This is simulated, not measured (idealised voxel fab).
Process module in this document: voxel self aligned contacts
Cross-section cut spans 250 nm and uses square cells 5 nm in size.
Cross-section layout: square cells on a grid; listed as bands, top to bottom; a band spans one or more cell rows. Look at the band entry: it leads with the top's height and the bottom's height in nm. Then it lists the materials left to right, with a width in nm for each. The word "everywhere" on a single material says that material fills the band edge to edge. The word "blank" is empty space. Heights are reckoned from 0. Under this level, the received wafer is all of one material. The bottommost band is open-ended downward, for example "0 -> down". A width such as "30..40" changes by the same amount from each row of cells to the next, from the band's top row to its bottom row. The designation "nothing got changed", where it is given for a processing step, indicates that no cell of the cross-section was altered in the course of that step. "Enclosed internal cavities" means: voids of 8 cells or more that are shut off from the top with no open way through. Written width x height at distance, distance from the left edge, in nm. Where a step's line continues beyond its settings, the continuation is a remark by the simulator itself on that step. overlay nm: on a step with a mask, how far right of its planned place the mask lay; negative means left.

These are the steps we planned for the process
1. op RECEIVE | material Si
2. op OXIDIZE | depth nm 5
3. op DIRECTIONAL_DEP | material polySi | thk nm 30
4. op DIRECTIONAL_DEP | material SiN | thk nm 15
5. op DIRECTIONAL_DEP | material aC | thk nm 10
6. op PATTERN | tone cover | mask id GATE | material resist | width nm 30 | pitch nm 55 | thk nm 25 | overlay nm 0
7. op DIRECTIONAL_ETCH | etch materials aC | depth nm 10
8. op STRIP | etch materials resist
9. op DIRECTIONAL_ETCH | etch materials SiN | depth nm 15
10. op DIRECTIONAL_ETCH | etch materials polySi | depth nm 30
11. op STRIP | etch materials aC
12. op CONFORMAL_DEP | material SiN | thk nm 5
13. op DIRECTIONAL_ETCH | etch materials SiN | depth nm 5
14. op FILL_DEP | material SiO2 | thk nm 15
15. op CMP | height nm 55
16. op DIRECTIONAL_DEP | material aC | thk nm 10
17. op PATTERN | tone open | mask id CONTACT | material resist | width nm 35 | pitch nm 55 | thk nm 25 | overlay nm 0
18. op DIRECTIONAL_ETCH | etch materials aC | depth nm 10
19. op STRIP | etch materials resist
20. op DIRECTIONAL_ETCH | etch materials SiO2 | depth nm 60
21. op STRIP | etch materials aC
22. op CONFORMAL_DEP | material TiN | thk nm 5
23. op FILL_DEP | material W | thk nm 10
24. op CMP | height nm 55
25. op CONFORMAL_DEP | material SiCN | thk nm 5

Cross-section of the wafer at receipt, which is the condition after step 1
* 0 -> down | Si everywhere
* Enclosed internal cavities: none

First wafer at the end, as planned
* 60 -> 55 | SiCN everywhere
* 55 -> 45 | 80 SiO2 | 5..15 TiN | 25..5 W | 5..15 TiN | 20 SiO2 | 5..15 TiN | 25..5 W | 5..15 TiN | 80 SiO2
* 45 -> 30 | 50 SiO2 | 40 SiN | 5 TiN | 5 W | 5 TiN | 40 SiN | 5 TiN | 5 W | 5 TiN | 40 SiN | 50 SiO2
* 30 -> 0 | 50 SiO2 | 5 SiN | 30 polySi | 5 SiN | 5 TiN | 5 W | 5 TiN | 5 SiN | 30 polySi | 5 SiN | 5 TiN | 5 W | 5 TiN | 5 SiN | 30 polySi | 5 SiN | 50 SiO2
* 0 -> -5 | 90 SiO2 | 15 TiN | 40 SiO2 | 15 TiN | 90 SiO2
* -5 -> down | Si everywhere
* Enclosed internal cavities: none

Second wafer through the module, sectioned at the end: same beginning and same plan as the first wafer, with one mistake in carrying it out
* 60 -> 55 | SiCN everywhere
* 55 -> 45 | 80 SiO2 | 5..15 TiN | 25..5 W | 5..15 TiN | 20 SiO2 | 5..15 TiN | 25..5 W | 5..15 TiN | 80 SiO2
* 45 -> 20 | 50 SiO2 | 5 SiN | 30 polySi | 5 SiN | 5 TiN | 5 W | 5 TiN | 5 SiN | 30 polySi | 5 SiN | 5 TiN | 5 W | 5 TiN | 5 SiN | 30 polySi | 5 SiN | 50 SiO2
* 20 -> 15 | 50 SiO2 | 5 SiN | 30 polySi | 5 SiN | 15 TiN | 5 SiN | 30 polySi | 5 SiN | 15 TiN | 5 SiN | 30 polySi | 5 SiN | 50 SiO2
* 15 -> 0 | SiN everywhere
* 0 -> -5 | SiO2 everywhere
* -5 -> down | Si everywhere
* Enclosed internal cavities: none
what went wrong: mixed up steps 3 and 4 - ran each in the other's place
Final cells, second wafer relative to first, materials higher or lower: 78 more of SiN | 54 fewer of SiO2 | 16 fewer of TiN | 8 fewer of W
